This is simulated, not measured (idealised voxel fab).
The name of this process module is voxel released beams.
We display cut, a cross-section 275 nm in width whose square cells are each 5 nm.
Think of the cross-section as a grid of square cells. We describe it in bands, top to bottom, and each band covers one or more rows of those cells.
This entry defines a band. It first specifies the height of the band's top and the height of its bottom in nm, and then specifies the band's materials from left to right, stating each material with its width in nm. The word "all across" identifies a single material that fills the band from edge to edge, while the word "blank" identifies empty space.
Height reference: 0 = level under which incoming wafer is all one material. Lowest band: no bottom, runs on downward, e.g. "0 nm and below".
Width spec "30..40" -> top row of cells at first value, bottom row at second value, equal per-row change in between.
"remained the same" -> step changed no cross-section cell.
Reported under the label "Trapped voids" are the empty spaces having no open way to the top and comprising 8 cells or more; the notation for each is width x height at distance, in which the distance is measured from the left edge and all three values are in nm.
The remark found on a step's line after its settings is issued by the simulator itself and pertains to that step.
What "overlay nm" on a step's line means: if the step has a mask, that mask lay this far to the right of its planned place, or, when the value is negative, to the left.

### Below is the list of planned process steps
1) RECEIVE | material Si
2) CONFORMAL_DEP | material SiN | thk nm 10
3) DIRECTIONAL_DEP | material SiO2 | thk nm 20
4) DIRECTIONAL_DEP | material aC | thk nm 15
5) PATTERN | tone open | mask id ANCHOR | material resist | width nm 20 | thk nm 35 | overlay nm 0
6) DIRECTIONAL_ETCH | etch materials aC | depth nm 15
7) STRIP | etch materials resist
8) DIRECTIONAL_ETCH | etch materials SiO2 | depth nm 20
9) STRIP | etch materials aC
10) CONFORMAL_DEP | material TiN | thk nm 10
11) PATTERN | tone cover | mask id BEAM | material resist | width nm 75 | thk nm 15 | overlay nm 0
12) DIRECTIONAL_ETCH | etch materials TiN | depth nm 10
13) STRIP | etch materials resist
14) STRIP | etch materials SiO2
varied across the wafers: width nm of step 5. The plan shows the first wafer's value. All wafers start alike

### The first of several wafers in cross-section, exactly as it reached us after step 1
    0 nm and below: Si all across
    Trapped voids: none

### Per wafer, end of module: cells gained (+) or lost (-) per material since receipt, then closed voids
width nm 20; +110 SiN; +46 TiN; Trapped voids: none
width nm 25; +110 SiN; +46 TiN; Trapped voids: none
width nm 30; +110 SiN; +46 TiN; Trapped voids: none
width nm 35; +110 SiN; +46 TiN; Trapped voids: none
width nm 40; +110 SiN; +46 TiN; Trapped voids: none
width nm 45; +110 SiN; +46 TiN; Trapped voids: none
